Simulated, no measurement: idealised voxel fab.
A process module follows: voxel wiring stack.
Cross-section cut spans 275 nm and uses square cells 5 nm in size.
Bands, listed from the top down, are how a cross-section gets written in this document; the cross-section itself is a grid of square cells, and a band is one or more rows of them. Band: top height; bottom height; in nm. Then, left to right: material with width in nm, for each material. "all across": a single material spanning edge to edge. "blank": empty space. The level at which height equals 0 is the one under which the wafer, as it arrives, is entirely one material. No lower edge exists for the bottom band, which continues downward and is notated as in "0 down". Think of "30->40" as a width that walks from the first number to the second as you go down the band, top row to bottom row, taking equal-sized steps from row to row. Any step labelled "all unchanged" changed none of the cells in the cross-section. "Catalogued sealed voids": sealed empty spaces, 8 cells or more, no open way to top, listed width x height at distance, with distance from the left edge and width, height and distance in nm. That trailing text on a step's line, after the settings, is the simulator's own remark on the step. Among the settings permitted on a step's line is "overlay nm"; applied to a step with a mask, it specifies the extent to which the mask lay to the right of its planned position, whereas a negative figure signifies a position to the left.
### Planned process steps
1. RECEIVE, material Si
2. CONFORMAL_DEP, material SiO2, thk nm 10
3. DIRECTIONAL_DEP, material TiN, thk nm 5
4. DIRECTIONAL_DEP, material W, thk nm 15
5. DIRECTIONAL_DEP, material aC, thk nm 15
6. PATTERN, tone cover, mask id METAL_1, material resist, width nm 30, pitch nm 55, thk nm 30, overlay nm 0
7. DIRECTIONAL_ETCH, etch materials aC, depth nm 15
8. STRIP, etch materials resist
9. DIRECTIONAL_ETCH, etch materials W, depth nm 15
10. DIRECTIONAL_ETCH, etch materials TiN, depth nm 5
11. STRIP, etch materials aC
12. CONFORMAL_DEP, material SiCN, thk nm 5
13. FILL_DEP, material SiO2, thk nm 10
14. CMP, height nm 30
15. CONFORMAL_DEP, material SiCN, thk nm 5
16. DIRECTIONAL_DEP, material SiO2, thk nm 20
17. PATTERN, tone open, mask id PLUG_1, material resist, width nm 15, pitch nm 55, thk nm 20, overlay nm 0
18. DIRECTIONAL_ETCH, etch materials SiO2, depth nm 20
19. DIRECTIONAL_ETCH, etch materials SiCN, depth nm 5
20. STRIP, etch materials resist
21. EPI, material Ru, thk nm 10
22. EPI, material Ru, thk nm 10
23. EPI, material Ru, thk nm 5
24. DIRECTIONAL_DEP, material TiN, thk nm 5
25. DIRECTIONAL_DEP, material Ru, thk nm 25
26. DIRECTIONAL_DEP, material aC, thk nm 15
27. PATTERN, tone cover, mask id METAL_2, material resist, width nm 30, pitch nm 55, thk nm 35, overlay nm 0
28. DIRECTIONAL_ETCH, etch materials aC, depth nm 15
29. STRIP, etch materials resist
30. DIRECTIONAL_ETCH, etch materials Ru, depth nm 25
31. DIRECTIONAL_ETCH, etch materials TiN, depth nm 5
32. STRIP, etch materials aC
33. FILL_DEP, material lowk, thk nm 5
34. CMP, height nm 85
35. CONFORMAL_DEP, material SiCN, thk nm 5
36. DIRECTIONAL_DEP, material lowk, thk nm 20
37. PATTERN, tone open, mask id PLUG_2, material resist, width nm 15, pitch nm 110, thk nm 20, overlay nm 0
38. DIRECTIONAL_ETCH, etch materials lowk, depth nm 20
39. DIRECTIONAL_ETCH, etch materials SiCN, depth nm 5
40. STRIP, etch materials resist
41. CONFORMAL_DEP, material TiN, thk nm 5
42. FILL_DEP, material Ru, thk nm 10
43. CMP, height nm 110
44. DIRECTIONAL_DEP, material TiN, thk nm 5
45. DIRECTIONAL_DEP, material Ru, thk nm 15
46. PATTERN, tone cover, mask id METAL_3, material resist, width nm 30, pitch nm 55, thk nm 20, overlay nm 0
47. DIRECTIONAL_ETCH, etch materials Ru, depth nm 15
48. DIRECTIONAL_ETCH, etch materials TiN, depth nm 5
49. STRIP, etch materials resist
50. CONFORMAL_DEP, material SiN, thk nm 5
51. FILL_DEP, material lowk, thk nm 10
52. CMP, height nm 130
53. CONFORMAL_DEP, material SiCN, thk nm 5
54. DIRECTIONAL_DEP, material SiO2, thk nm 30
55. MASKED_ETCH, tone open, mask id METAL_4, width nm 30, pitch nm 55, etch materials SiO2, depth nm 20, overlay nm 0
56. MASKED_ETCH, tone open, mask id METAL_4_HOLES, width nm 15, pitch nm 55, etch materials SiO2, depth nm 10, overlay nm 0
57. MASKED_ETCH, tone open, mask id METAL_4_HOLES, width nm 15, pitch nm 55, etch materials SiCN, depth nm 5, overlay nm 0
58. CONFORMAL_DEP, material TiN, thk nm 5
59. FILL_DEP, material Cu, thk nm 5
60. CMP, height nm 165
61. CONFORMAL_DEP, material SiCN, thk nm 5
### Received-state cross-section, reflecting completion of step 1
  0 down | Si all across
  Catalogued sealed voids: none
### Same starting wafer, same plan as above, one mistake in the execution; this is the cross-section at the end of the module
  170 to 165 | SiCN all across
  165 to 155 | SiO2 60, TiN 5->10, Cu 25->20, TiN 5, SiO2 20, TiN 5->10, Cu 25->20, TiN 5, SiO2 20, TiN 5->10, Cu 25->20, TiN 5, SiO2 70
  155 to 150 | SiO2 65, TiN 5, Cu 20, TiN 5, SiO2 25, TiN 5, Cu 20, TiN 5, SiO2 25, TiN 5, Cu 20, TiN 5, SiO2 70
  150 to 145 | SiO2 65, TiN 30, SiO2 25, TiN 30, SiO2 25, TiN 30, SiO2 70
  145 to 135 | SiO2 65, TiN 10, SiO2 45, TiN 10, SiO2 45, TiN 10, SiO2 90
  135 to 130 | SiCN 65, TiN 10, SiCN 45, TiN 10, SiCN 45, TiN 10, SiCN 90
  130 to 115 | lowk 60, SiN 5, Ru 30, SiN 5, lowk 15, SiN 5, Ru 30, SiN 5, lowk 15, SiN 5, Ru 30, SiN 5, lowk 65
  115 to 110 | SiN 65, TiN 30, SiN 25, TiN 30, SiN 25, TiN 30, SiN 70
  110 to 90 | lowk 65, TiN 5, Ru 5, TiN 5, lowk 95, TiN 5, Ru 5, TiN 5, lowk 85
  90 to 85 | SiCN 65, TiN 15, SiCN 95, TiN 15, SiCN 85
  85 to 60 | lowk 65, Ru 30, lowk 25, Ru 30, lowk 25, Ru 30, lowk 70
  60 to 55 | lowk 65, TiN 30, lowk 25, TiN 30, lowk 25, TiN 30, lowk 70
  55 to 35 | SiO2 65, Ru 15, SiO2 40, Ru 15, SiO2 40, Ru 15, SiO2 85
  35 to 30 | SiCN 65, Ru 15, SiCN 40, Ru 15, SiCN 40, Ru 15, SiCN 85
  30 to 15 | SiO2 60, SiCN 5, W 30, SiCN 5, SiO2 15, SiCN 5, W 30, SiCN 5, SiO2 15, SiCN 5, W 30, SiCN 5, SiO2 65
  15 to 10 | SiCN 65, TiN 30, SiCN 25, TiN 30, SiCN 25, TiN 30, SiCN 70
  10 to 0 | SiO2 all across
  0 down | Si all across
  Catalogued sealed voids: none
Processing error: for step 56, the planned setting was not used; the step was instead run as MASKED_ETCH, tone open, mask id METAL_4_HOLES, width nm 15, pitch nm 55, etch materials SiO2, depth nm 10, overlay nm -5
